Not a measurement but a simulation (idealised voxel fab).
Module name: voxel fin reveal (process module)
Cross-sectional view cut (width: 220 nm; square cell size: 5 nm).
Cross-section layout: square cells on a grid; listed as bands, top to bottom; a band spans one or more cell rows.
Heads up on the band format: heights come first, top then bottom, in nm. After that it's the materials left to right, each with its width in nm. A single material flagged "everywhere" fills the whole band edge to edge, and "empty" means there's empty space there.
Heights are expressed relative to 0, this being the level below which the as-received wafer comprises one material exclusively. The lowest band is unbounded in the downward direction and is denoted as in "0 -> down".
Quick explanation for "30 to 40": the width changes in equal steps down the rows of cells, from the first number in the band's top row to the second number in its bottom row.
What does "remains unaltered" mean for a step? It means no cell of the cross-section changed in that step.
Empty spaces without an open route to the top, at least 8 cells in extent, make up the entry "Closed cavity list"; each is given as width x height at distance, where the distance is measured from the left edge, and all are in nm.
after a step's settings: what the simulator itself notes on the step
A step line may carry the setting "overlay nm", which, for steps involving a mask, states the distance by which the mask lay to the right of its intended position; negative values denote displacement to the left.

SO HERE'S THE LINEUP OF PROCESS STEPS WE PLANNED
- 1: RECEIVE | material Si
- 2: CONFORMAL_DEP | material SiN | thk nm 10
- 3: MASKED_ETCH | tone cover | mask id FINS | width nm 15 | pitch nm 45 | etch materials SiN | depth nm 10 | overlay nm 0
- 4: MASKED_ETCH | tone cover | mask id FINS | width nm 15 | pitch nm 45 | etch materials Si | depth nm 35 | overlay nm 0
- 5: OXIDIZE | depth nm 5
- 6: FILL_DEP | material SiO2 | thk nm 10
- 7: CMP | height nm 10
- 8: SELECTIVE_ETCH | etch materials SiO2 | depth nm 35
- 9: STRIP | etch materials SiN

SO THIS IS THE INCOMING WAFER IN CROSS-SECTION - IT'S ALREADY BEEN THROUGH STEP 1
> 0 -> down: Si everywhere
> Closed cavity list: none

MODULE COMPLETE, CROSS-SECTION. STARTING POINT AND PLAN PER ABOVE. ONE MISTAKE MADE IN RUNNING THE MODULE
> 0 -> -25: 85 nm empty  10 nm Si  35 nm empty  10 nm Si  80 nm empty
> -25 -> -40: 85 nm SiO2  10 nm Si  35 nm SiO2  10 nm Si  80 nm SiO2
> -40 -> down: Si everywhere
> Closed cavity list: none
Deviation from plan: off-plan run, step 3, actual operation and settings MASKED_ETCH | tone cover | mask id FINS | width nm 20 | pitch nm 45 | etch materials SiN | depth nm 10 | overlay nm 0
